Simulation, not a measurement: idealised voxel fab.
The name of this process module is voxel self aligned vias.
Xsec cut, 200 nm wide, square cell size 5 nm.
A cross-section in this document is a grid of square cells, and it is written down as bands, the top band listed before the ones below it; a band is made up of one or more rows of cells.
Each band's line starts with the height of the band's top and of its bottom, in nm. Then come its materials from left to right, each with its width in nm. One material with "everywhere" fills the band from edge to edge. "blank" is empty space.
Below 0: as-received wafer, all one material; heights counted from there. Lowest band: no bottom, goes on down, written "0 -> down".
So if you see something like "30..40" for the width, read it as the top row of the band sitting at the first number and the bottom row at the second, with every row in between moving by the same amount as the last.
Key: "all unchanged" - step with no changed cell in the cross-section.
If an empty space has no open way to the top and is at least 8 cells in size, "Sealed cavities" lists it, written width x height at distance, where distance is measured from the left edge and every value is in nm.
Post-settings text on a step line: simulator's own remark regarding the step.
If you see "overlay nm" on a step's line and that step has a mask, it's telling you how far right of where it was planned the mask ended up; a negative number means it went left instead.

The process steps that were planned are listed below
1: RECEIVE [material Si]
2: CONFORMAL_DEP [material SiO2] [thk nm 10]
3: CONFORMAL_DEP [material SiCN] [thk nm 5]
4: DIRECTIONAL_DEP [material lowk] [thk nm 30]
5: DIRECTIONAL_DEP [material aC] [thk nm 15]
6: PATTERN [tone open] [mask id LINES] [material resist] [width nm 20] [pitch nm 60] [thk nm 35] [overlay nm 0]
7: DIRECTIONAL_ETCH [etch materials aC] [depth nm 15]
8: STRIP [etch materials resist]
9: DIRECTIONAL_ETCH [etch materials lowk] [depth nm 30]
10: STRIP [etch materials aC]
11: CONFORMAL_DEP [material TiN] [thk nm 5]
12: FILL_DEP [material W] [thk nm 5]
13: CMP [height nm 45]
14: SELECTIVE_ETCH [etch materials W Ru TiN] [depth nm 10]
15: FILL_DEP [material SiN] [thk nm 10]
16: CMP [height nm 45]
17: DIRECTIONAL_DEP [material lowk] [thk nm 20]
18: DIRECTIONAL_DEP [material aC] [thk nm 10]
19: PATTERN [tone open] [mask id VIAS] [material resist] [width nm 30] [thk nm 25] [overlay nm 0]
20: DIRECTIONAL_ETCH [etch materials aC] [depth nm 10]
21: STRIP [etch materials resist]
22: DIRECTIONAL_ETCH [etch materials lowk] [depth nm 20]
23: DIRECTIONAL_ETCH [etch materials SiN] [depth nm 10]
24: STRIP [etch materials aC]
25: CONFORMAL_DEP [material TiN] [thk nm 5]
26: FILL_DEP [material Ru] [thk nm 5]
27: CMP [height nm 65]
28: CONFORMAL_DEP [material SiN] [thk nm 5]

Step 1 complete: cross-section of the wafer as received
    0 -> down: Si everywhere
    Sealed cavities: none

Wafer cross-section at module end: first of two, run to plan
    70 -> 65: SiN everywhere
    65 -> 50: 55 of lowk / 5 of TiN / 20 of Ru / 5 of TiN / 115 of lowk
    50 -> 45: 55 of lowk / 10 of TiN / 10 of Ru / 10 of TiN / 115 of lowk
    45 -> 40: 60 of lowk / 5 of TiN / 10 of Ru / 5 of TiN / 40 of lowk / 20 of SiN / 60 of lowk
    40 -> 35: 60 of lowk / 20 of TiN / 40 of lowk / 20 of SiN / 60 of lowk
    35 -> 20: 60 of lowk / 5 of TiN / 10 of W / 5 of TiN / 40 of lowk / 5 of TiN / 10 of W / 5 of TiN / 60 of lowk
    20 -> 15: 60 of lowk / 20 of TiN / 40 of lowk / 20 of TiN / 60 of lowk
    15 -> 10: SiCN everywhere
    10 -> 0: SiO2 everywhere
    0 -> down: Si everywhere
    Sealed cavities: none

Now the second wafer, cross-sectioned at the end of the module. Nothing different at the start, nothing different in the plan compared with the first, just one mistake when it was actually run
    70 -> 65: SiN everywhere
    65 -> 50: 55 of lowk / 5 of TiN / 20 of Ru / 5 of TiN / 115 of lowk
    50 -> 45: 55 of lowk / 30 of TiN / 115 of lowk
    45 -> 35: 55 of SiN / 5 of TiN / 20 of lowk / 5 of TiN / 35 of SiN / 20 of lowk / 60 of SiN
    35 -> 20: 55 of W / 5 of TiN / 20 of lowk / 5 of TiN / 30 of W / 5 of TiN / 20 of lowk / 5 of TiN / 55 of W
    20 -> 15: 60 of TiN / 20 of lowk / 40 of TiN / 20 of lowk / 60 of TiN
    15 -> 10: SiCN everywhere
    10 -> 0: SiO2 everywhere
    0 -> down: Si everywhere
    Sealed cavities: none
Deviation from plan: step 6 ran as: PATTERN [tone cover] [mask id LINES] [material resist] [width nm 20] [pitch nm 60] [thk nm 35] [overlay nm 0]
Once processing is complete, comparing cell counts shows that the second wafer has more or fewer of certain materials than the first: -4 Ru, +52 SiN, +24 TiN, +72 W, -144 lowk
